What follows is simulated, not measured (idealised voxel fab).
The following is a process module called voxel self aligned contacts.
Cross-section cut spans 270 nm and uses square cells 5 nm in size.
When this document writes out a cross-section, it uses a grid of square cells and lists it as bands, beginning at the top and moving down, with a band standing for one or more rows of cells. For a band, the entry starts with two heights in nm, that of the top and then that of the bottom, and carries on with the band's materials in order from left to right, each alongside its width in nm; the word "full width" beside a single material means it fills the band edge to edge, and "empty" means empty space. Height is counted from the level 0, under which the received wafer is composed throughout of one material. The lowest of the bands is not closed at the bottom but continues downward, in the notation "0 nm and below". So if you see something like "30->40" for the width, read it as the top row of the band sitting at the first number and the bottom row at the second, with every row in between moving by the same amount as the last. Given "no change occurred" for a step, no cell of the cross-section differs between before and after that step. This entry, "Enclosed internal cavities", enumerates those empty regions of no fewer than 8 cells that possess no open connection to the top. Each region is reported in the form width x height at distance, the distance being taken from the left edge, with all three quantities expressed in nm. Step line, after settings: the simulator's comment on this step. A step's line can hold "overlay nm"; with a mask on that step, the setting says how far right of the planned place the mask lay, while a negative setting says it lay to the left.
### This section lists the process steps that were planned
step 1: RECEIVE [material Si]
step 2: CONFORMAL_DEP [material SiO2] [thk nm 5]
step 3: DIRECTIONAL_DEP [material polySi] [thk nm 25]
step 4: DIRECTIONAL_DEP [material SiN] [thk nm 20]
step 5: MASKED_ETCH [tone cover] [mask id GATE] [width nm 25] [pitch nm 65] [etch materials SiN] [depth nm 20] [overlay nm -15]
step 6: MASKED_ETCH [tone cover] [mask id GATE] [width nm 25] [pitch nm 65] [etch materials polySi] [depth nm 25] [overlay nm 0]
step 7: CONFORMAL_DEP [material SiN] [thk nm 10]
step 8: DIRECTIONAL_ETCH [etch materials SiN] [depth nm 10]
step 9: FILL_DEP [material SiO2] [thk nm 15]
step 10: CMP [height nm 55]
step 11: PATTERN [tone open] [mask id CONTACT] [material resist] [width nm 50] [pitch nm 65] [thk nm 15] [overlay nm 0]
step 12: DIRECTIONAL_ETCH [etch materials SiO2] [depth nm 55]
step 13: STRIP [etch materials resist]
step 14: CONFORMAL_DEP [material TiN] [thk nm 5]
step 15: FILL_DEP [material W] [thk nm 5]
step 16: CMP [height nm 55]
step 17: CONFORMAL_DEP [material SiN] [thk nm 5]
The wafers in this document start out alike and differ in the overlay nm applied at step 5; the plan shows the value used for the first wafer.
### After step 1, as received: first of several wafers, cross-section
* 0 nm and below  Si full width
* Enclosed internal cavities: none
### At the end of the module, after its last step, step 17, the first of several wafers appears in cross-section as follows
* 60 nm to 55 nm  SiN full width
* 55 nm to 50 nm  SiO2 75 nm | TiN 5 nm | W 10 nm | TiN 35 nm | SiO2 15 nm | TiN 5 nm | W 10 nm | TiN 35 nm | SiO2 80 nm
* 50 nm to 35 nm  SiO2 30 nm | SiN 45 nm | TiN 5 nm | W 10 nm | TiN 5 nm | SiN 45 nm | TiN 5 nm | W 10 nm | TiN 5 nm | SiN 45 nm | SiO2 65 nm
* 35 nm to 30 nm  SiO2 30 nm | SiN 45 nm | TiN 20 nm | SiN 45 nm | TiN 20 nm | SiN 45 nm | SiO2 65 nm
* 30 nm to 5 nm  SiO2 30 nm | SiN 10 nm | polySi 40 nm | SiN 10 nm | TiN 5 nm | SiN 10 nm | polySi 40 nm | SiN 10 nm | TiN 5 nm | SiN 10 nm | polySi 40 nm | SiN 10 nm | SiO2 50 nm
* 5 nm to 0 nm  SiO2 90 nm | TiN 5 nm | SiO2 60 nm | TiN 5 nm | SiO2 110 nm
* 0 nm and below  Si full width
* Enclosed internal cavities: none
### So this is the cross-section on the last wafer at the end of the module
* 60 nm to 55 nm  SiN full width
* 55 nm to 50 nm  SiO2 75 nm | TiN 35 nm | W 10 nm | TiN 5 nm | SiO2 15 nm | TiN 35 nm | W 10 nm | TiN 5 nm | SiO2 80 nm
* 50 nm to 35 nm  SiO2 60 nm | SiN 45 nm | TiN 5 nm | W 10 nm | TiN 5 nm | SiN 45 nm | TiN 5 nm | W 10 nm | TiN 5 nm | SiN 45 nm | SiO2 35 nm
* 35 nm to 30 nm  SiO2 60 nm | SiN 45 nm | TiN 20 nm | SiN 45 nm | TiN 20 nm | SiN 45 nm | SiO2 35 nm
* 30 nm to 5 nm  SiO2 45 nm | SiN 10 nm | polySi 40 nm | SiN 10 nm | TiN 5 nm | SiN 10 nm | polySi 40 nm | SiN 10 nm | TiN 5 nm | SiN 10 nm | polySi 40 nm | SiN 10 nm | SiO2 35 nm
* 5 nm to 0 nm  SiO2 105 nm | TiN 5 nm | SiO2 60 nm | TiN 5 nm | SiO2 95 nm
* 0 nm and below  Si full width
* Enclosed internal cavities: none
### Per wafer (row), end of module: delta in cells per material since receipt, (+) for gained, (-) for lost; closed voids after that
overlay nm -15, +222 SiN, +242 SiO2, +48 TiN, +16 W, +120 polySi, Enclosed internal cavities: none
overlay nm -10, +222 SiN, +245 SiO2, +60 TiN, +16 W, +105 polySi, Enclosed internal cavities: none
overlay nm -5, +222 SiN, +248 SiO2, +60 TiN, +28 W, +90 polySi, Enclosed internal cavities: none
overlay nm 0, +222 SiN, +251 SiO2, +60 TiN, +40 W, +75 polySi, Enclosed internal cavities: none
overlay nm 5, +222 SiN, +248 SiO2, +60 TiN, +28 W, +90 polySi, Enclosed internal cavities: none
overlay nm 10, +222 SiN, +245 SiO2, +60 TiN, +16 W, +105 polySi, Enclosed internal cavities: none
overlay nm 15, +222 SiN, +242 SiO2, +48 TiN, +16 W, +120 polySi, Enclosed internal cavities: none
